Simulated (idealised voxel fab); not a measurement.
This is a process module. Its name is voxel tone inversion.
FYI the section here is cut, 195 nm wide, cells are 5 nm squares.
A cross-section is written here as square cells arranged in a grid, and it is given in bands from the top down, each band taking up one or more rows of cells. Per band: top height and bottom height in nm, followed by the left-to-right materials and their widths in nm; "throughout" marks a single material spanning edge to edge, "blank" marks empty space. Convention: height 0 is the level below which the wafer, as received, is all one material. The lowest band does not terminate at the bottom but continues downward, represented as "0..down". When a width is written as two numbers, as in "30 to 40", the first number is the width in the top row of cells of the band and the second is the width in its bottom row, and the width changes by the same amount from each row to the next. "no change" means the step left every cell of the cross-section as it was. Each empty space that has no open way to the top and spans at least 8 cells appears under "Enclosed cavity list" as width x height at distance, the distance counted from the left edge, all in nm. Where a step's line continues beyond its settings, the continuation is a remark by the simulator itself on that step. "overlay nm" on a masked step: distance the mask lay right of its planned place, negative for left.

[Listed below are the process steps as planned]
1 RECEIVE (material Si)
2 CONFORMAL_DEP (material SiCN; thk nm 10)
3 DIRECTIONAL_DEP (material polySi; thk nm 15)
4 PATTERN (tone cover; mask id POSTS; material resist; width nm 20; pitch nm 35; thk nm 25; overlay nm 0)
5 DIRECTIONAL_ETCH (etch materials polySi; depth nm 15)
6 STRIP (etch materials resist)
7 FILL_DEP (material SiO2; thk nm 5)
8 CMP (height nm 25)
9 STRIP (etch materials polySi)
10 CONFORMAL_DEP (material TiN; thk nm 5)
11 FILL_DEP (material Cu; thk nm 5)
12 CMP (height nm 25)
13 CONFORMAL_DEP (material SiCN; thk nm 5)

[This is the cross-section of the wafer as we received it, i.e. after step 1]
  0..down | Si throughout
  Enclosed cavity list: none

[first wafer at the end, as planned]
  30..25 | SiCN throughout
  25..15 | 35 nm SiO2 / 5 nm TiN / 10 nm Cu / 5 nm TiN / 15 nm SiO2 / 5 nm TiN / 10 nm Cu / 5 nm TiN / 15 nm SiO2 / 5 nm TiN / 10 nm Cu / 5 nm TiN / 15 nm SiO2 / 5 nm TiN / 10 nm Cu / 5 nm TiN / 35 nm SiO2
  15..10 | 35 nm SiO2 / 20 nm TiN / 15 nm SiO2 / 20 nm TiN / 15 nm SiO2 / 20 nm TiN / 15 nm SiO2 / 20 nm TiN / 35 nm SiO2
  10..0 | SiCN throughout
  0..down | Si throughout
  Enclosed cavity list: none

[Now the second wafer, cross-sectioned at the end of the module. Nothing different at the start, nothing different in the plan compared with the first, just one mistake when it was actually run]
  30..25 | SiO2 throughout
  25..15 | 35 nm SiO2 / 5 nm TiN / 10 nm Cu / 5 nm TiN / 15 nm SiO2 / 5 nm TiN / 10 nm Cu / 5 nm TiN / 15 nm SiO2 / 5 nm TiN / 10 nm Cu / 5 nm TiN / 15 nm SiO2 / 5 nm TiN / 10 nm Cu / 5 nm TiN / 35 nm SiO2
  15..10 | 35 nm SiO2 / 20 nm TiN / 15 nm SiO2 / 20 nm TiN / 15 nm SiO2 / 20 nm TiN / 15 nm SiO2 / 20 nm TiN / 35 nm SiO2
  10..0 | SiCN throughout
  0..down | Si throughout
  Enclosed cavity list: none
What went wrong in running the wafer? rather than as planned, step 13 actually ran as CONFORMAL_DEP (material SiO2; thk nm 5)
It is noted that, at the conclusion of processing, the second wafer exhibits a higher or lower cell count for certain materials relative to the first: SiCN -39 | SiO2 +39
